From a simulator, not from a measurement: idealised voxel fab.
Process module in this document: voxel capacitor over wiring
It is cross-section cut that appears here, measuring 210 nm in width, its square cells being 5 nm in size.
Notation: cross-section as square-cell grid; stated in bands, top first, going down; one or more cell rows per band. Within each band entry, the heights of the top and of the bottom of the band appear first, in that order and in nm; the materials of the band then follow from left to right, each with its corresponding width in nm. The designation "all across" on a single material indicates that it fills the band from edge to edge; the designation "blank" indicates empty space. Counting heights begins at 0, where everything beneath is, in the wafer as received, one material. The lowest band has no bottom; it goes on downwards, as "0 -> down" shows. When a width is written as two numbers, as in "30..40", the first number is the width in the top row of cells of the band and the second is the width in its bottom row, and the width changes by the same amount from each row to the next. "stayed the same" means the step left every cell of the cross-section as it was. The entry titled "Enclosed void catalog" provides the empty spaces that have no open way to the top, restricted to those of 8 cells or more. Each is presented as width x height at distance, the distance being measured from the left edge, with all three in nm. Heads up: the bit after the settings on a step's line is the simulator's remark on that step. overlay nm: for a step with a mask, the amount by which the mask lay right of where it was planned; a negative amount means left of it.
The steps planned for the process are as follows:
1: RECEIVE [material Si]
2: CONFORMAL_DEP [material SiO2] [thk nm 10]
3: CONFORMAL_DEP [material SiCN] [thk nm 5]
4: DIRECTIONAL_DEP [material lowk] [thk nm 25]
5: PATTERN [tone open] [mask id METAL_1] [material resist] [width nm 25] [pitch nm 90] [thk nm 20] [overlay nm 0]
6: DIRECTIONAL_ETCH [etch materials lowk] [depth nm 25]
7: DIRECTIONAL_ETCH [etch materials SiCN] [depth nm 5]
8: STRIP [etch materials resist]
9: CONFORMAL_DEP [material TiN] [thk nm 5]
10: FILL_DEP [material Ru] [thk nm 10]
11: CMP [height nm 40]
12: CONFORMAL_DEP [material SiCN] [thk nm 5]
13: DIRECTIONAL_DEP [material SiO2] [thk nm 20]
14: PATTERN [tone open] [mask id PLUG_1] [material resist] [width nm 15] [thk nm 20] [overlay nm 0]
15: DIRECTIONAL_ETCH [etch materials SiO2] [depth nm 20]
16: DIRECTIONAL_ETCH [etch materials SiCN] [depth nm 5]
17: STRIP [etch materials resist]
18: EPI [material Ru] [thk nm 10]
19: EPI [material Ru] [thk nm 10]
20: EPI [material Ru] [thk nm 5]
21: DIRECTIONAL_DEP [material TiN] [thk nm 5]
22: DIRECTIONAL_DEP [material Al2O3] [thk nm 5]
23: DIRECTIONAL_DEP [material TiN] [thk nm 5]
24: DIRECTIONAL_DEP [material aC] [thk nm 15]
25: PATTERN [tone cover] [mask id UPPER_PLATE] [material resist] [width nm 70] [thk nm 35] [overlay nm 0]
26: DIRECTIONAL_ETCH [etch materials aC] [depth nm 15]
27: STRIP [etch materials resist]
28: DIRECTIONAL_ETCH [etch materials TiN] [depth nm 5]
29: DIRECTIONAL_ETCH [etch materials Al2O3] [depth nm 5]
30: STRIP [etch materials aC]
31: DIRECTIONAL_DEP [material aC] [thk nm 10]
32: PATTERN [tone cover] [mask id LOWER_PLATE] [material resist] [width nm 80] [thk nm 25] [overlay nm 0]
33: DIRECTIONAL_ETCH [etch materials aC] [depth nm 10]
34: STRIP [etch materials resist]
35: DIRECTIONAL_ETCH [etch materials TiN] [depth nm 5]
36: STRIP [etch materials aC]
37: FILL_DEP [material SiO2] [thk nm 20]
38: CMP [height nm 95]
39: PATTERN [tone open] [mask id PLUG_2] [material resist] [width nm 15] [thk nm 20] [overlay nm 0]
40: DIRECTIONAL_ETCH [etch materials SiO2] [depth nm 15]
41: STRIP [etch materials resist]
42: CONFORMAL_DEP [material TiN] [thk nm 5]
43: FILL_DEP [material W] [thk nm 10]
44: CMP [height nm 95]
45: CONFORMAL_DEP [material SiN] [thk nm 5]
Incoming wafer in cross-section (state: after step 1):
- 0 -> down = Si all across
- Enclosed void catalog: none
The cross-section shown corresponds to the wafer at the conclusion of the module. The initial structure and the process plan are those presented above; however, one mistake occurred in executing the plan:
- 100 -> 95 = SiN all across
- 95 -> 90 = 65 SiO2  5 TiN  55 Al2O3  85 SiO2
- 90 -> 85 = 50 SiO2  5 TiN  10 SiO2  65 TiN  80 SiO2
- 85 -> 75 = 65..55 SiO2  5..15 TiN  140 SiO2
- 75 -> 70 = 55 SiO2  15 Al2O3  140 SiO2
- 70 -> 65 = 55 SiO2  15 TiN  140 SiO2
- 65 -> 45 = SiO2 all across
- 45 -> 40 = SiCN all across
- 40 -> 15 = 45 lowk  5 TiN  15 Ru  5 TiN  65 lowk  5 TiN  15 Ru  5 TiN  50 lowk
- 15 -> 10 = 45 SiCN  25 TiN  65 SiCN  25 TiN  50 SiCN
- 10 -> 0 = SiO2 all across
- 0 -> down = Si all across
- Enclosed void catalog: none
Nonconformance to the process plan: twice over, step 13 of the plan was run
